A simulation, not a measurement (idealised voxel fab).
The process module presented herein is designated voxel capacitor over wiring.
Section shown: cut. Width: 220 nm. Cell size: 5 nm, square.
In what follows, cross-sections appear as grids of square cells, described through bands that run from the top down, where every band is one or more rows of cells. Each band's line starts with the height of the band's top and of its bottom, in nm. Then come its materials from left to right, each with its width in nm. One material with "throughout" fills the band from edge to edge. "blank" is empty space. It should be noted that heights are counted from 0, beneath which the wafer as supplied is of one material throughout, and that the lowest band possesses no lower boundary but continues downward, as written in "from 0 down". Width "30->40": first value at the band's top row of cells, second value at its bottom row, equal change from row to row. Step note "nothing got changed" = no cross-section cell changed. If an empty space has no open way to the top and is at least 8 cells in size, "Enclosed void entries" lists it, written width x height at distance, where distance is measured from the left edge and every value is in nm. That trailing text on a step's line, after the settings, is the simulator's own remark on the step. "overlay nm" answers the question of how far to the right of plan the mask lay on a step that has a mask, and when it is negative the answer is to the left.
BELOW IS THE LIST OF PLANNED PROCESS STEPS
- 1: RECEIVE | material Si
- 2: CONFORMAL_DEP | material SiO2 | thk nm 10
- 3: DIRECTIONAL_DEP | material TiN | thk nm 5
- 4: DIRECTIONAL_DEP | material Ru | thk nm 15
- 5: DIRECTIONAL_DEP | material aC | thk nm 15
- 6: PATTERN | tone cover | mask id METAL_1 | material resist | width nm 30 | pitch nm 90 | thk nm 35 | overlay nm 0
- 7: DIRECTIONAL_ETCH | etch materials aC | depth nm 15
- 8: STRIP | etch materials resist
- 9: DIRECTIONAL_ETCH | etch materials Ru | depth nm 15
- 10: DIRECTIONAL_ETCH | etch materials TiN | depth nm 5
- 11: STRIP | etch materials aC
- 12: CONFORMAL_DEP | material SiN | thk nm 5
- 13: FILL_DEP | material lowk | thk nm 5
- 14: CMP | height nm 30
- 15: CONFORMAL_DEP | material SiCN | thk nm 5
- 16: DIRECTIONAL_DEP | material SiO2 | thk nm 10
- 17: PATTERN | tone open | mask id PLUG_1 | material resist | width nm 15 | thk nm 15 | overlay nm 0
- 18: DIRECTIONAL_ETCH | etch materials SiO2 | depth nm 10
- 19: DIRECTIONAL_ETCH | etch materials SiCN | depth nm 5
- 20: STRIP | etch materials resist
- 21: CONFORMAL_DEP | material TiN | thk nm 5
- 22: FILL_DEP | material Cu | thk nm 5
- 23: CMP | height nm 45
- 24: DIRECTIONAL_DEP | material TiN | thk nm 10
- 25: DIRECTIONAL_DEP | material SiN | thk nm 5
- 26: DIRECTIONAL_DEP | material TiN | thk nm 5
- 27: MASKED_ETCH | tone cover | mask id UPPER_PLATE | width nm 65 | etch materials TiN | depth nm 5 | overlay nm 0
- 28: MASKED_ETCH | tone cover | mask id UPPER_PLATE | width nm 65 | etch materials SiN | depth nm 5 | overlay nm 0
- 29: DIRECTIONAL_DEP | material aC | thk nm 15
- 30: PATTERN | tone cover | mask id LOWER_PLATE | material resist | width nm 75 | thk nm 35 | overlay nm 0
- 31: DIRECTIONAL_ETCH | etch materials aC | depth nm 15
- 32: STRIP | etch materials resist
- 33: DIRECTIONAL_ETCH | etch materials TiN | depth nm 10
- 34: STRIP | etch materials aC
- 35: FILL_DEP | material SiO2 | thk nm 15
- 36: CMP | height nm 75
- 37: MASKED_ETCH | tone open | mask id PLUG_2 | width nm 15 | etch materials SiO2 | depth nm 10 | overlay nm 0
- 38: CONFORMAL_DEP | material TiN | thk nm 5
- 39: FILL_DEP | material Ru | thk nm 5
- 40: CMP | height nm 75
- 41: CONFORMAL_DEP | material SiCN | thk nm 5
For clarity, it should be stated that the wafers under discussion commence in an identical condition and differ with respect to the width nm of step 37, the plan indicating the value that the first wafer had.
CROSS-SECTION OF THE FIRST OF SEVERAL WAFERS ON RECEIPT, REFLECTING COMPLETION OF STEP 1
	from 0 down = Si throughout
	Enclosed void entries: none
FIRST WAFER OF SEVERAL, CROSS-SECTION, MODULE END, AFTER STEP 41 (LAST)
	from 80 to 75 = SiCN throughout
	from 75 to 70 = 75 of SiO2; 5 of TiN; 5 of Ru; 5 of TiN; 130 of SiO2
	from 70 to 60 = 75->65 of SiO2; 15->65 of TiN; 130->90 of SiO2
	from 60 to 55 = 65 of SiO2; 65 of SiN; 90 of SiO2
	from 55 to 45 = 60 of SiO2; 75 of TiN; 85 of SiO2
	from 45 to 35 = 65 of SiO2; 5 of TiN; 5 of Cu; 5 of TiN; 140 of SiO2
	from 35 to 30 = 65 of SiCN; 15 of TiN; 140 of SiCN
	from 30 to 15 = 45 of lowk; 5 of SiN; 30 of Ru; 5 of SiN; 50 of lowk; 5 of SiN; 30 of Ru; 5 of SiN; 45 of lowk
	from 15 to 10 = 50 of SiN; 30 of TiN; 60 of SiN; 30 of TiN; 50 of SiN
	from 10 to 0 = SiO2 throughout
	from 0 down = Si throughout
	Enclosed void entries: none
SECTIONAL VIEW OF THE LAST WAFER UPON COMPLETION OF THE MODULE
	from 80 to 75 = SiCN throughout
	from 75 to 70 = 70 of SiO2; 5 of TiN; 20 of Ru; 5 of TiN; 120 of SiO2
	from 70 to 60 = 70->65 of SiO2; 30->65 of TiN; 120->90 of SiO2
	from 60 to 55 = 65 of SiO2; 65 of SiN; 90 of SiO2
	from 55 to 45 = 60 of SiO2; 75 of TiN; 85 of SiO2
	from 45 to 35 = 65 of SiO2; 5 of TiN; 5 of Cu; 5 of TiN; 140 of SiO2
	from 35 to 30 = 65 of SiCN; 15 of TiN; 140 of SiCN
	from 30 to 15 = 45 of lowk; 5 of SiN; 30 of Ru; 5 of SiN; 50 of lowk; 5 of SiN; 30 of Ru; 5 of SiN; 45 of lowk
	from 15 to 10 = 50 of SiN; 30 of TiN; 60 of SiN; 30 of TiN; 50 of SiN
	from 10 to 0 = SiO2 throughout
	from 0 down = Si throughout
	Enclosed void entries: none
EACH WAFER AT THE END: CELLS OF EACH MATERIAL GAINED (+) OR LOST (-) SINCE IT WAS RECEIVED, THEN ITS CLOSED VOIDS
width nm 15; +2 Cu; +37 Ru; +85 SiCN; +57 SiN; +372 SiO2; +67 TiN; +84 lowk; Enclosed void entries: none
width nm 20; +2 Cu; +38 Ru; +85 SiCN; +57 SiN; +370 SiO2; +68 TiN; +84 lowk; Enclosed void entries: none
width nm 25; +2 Cu; +39 Ru; +85 SiCN; +57 SiN; +368 SiO2; +69 TiN; +84 lowk; Enclosed void entries: none
width nm 30; +2 Cu; +40 Ru; +85 SiCN; +57 SiN; +366 SiO2; +70 TiN; +84 lowk; Enclosed void entries: none
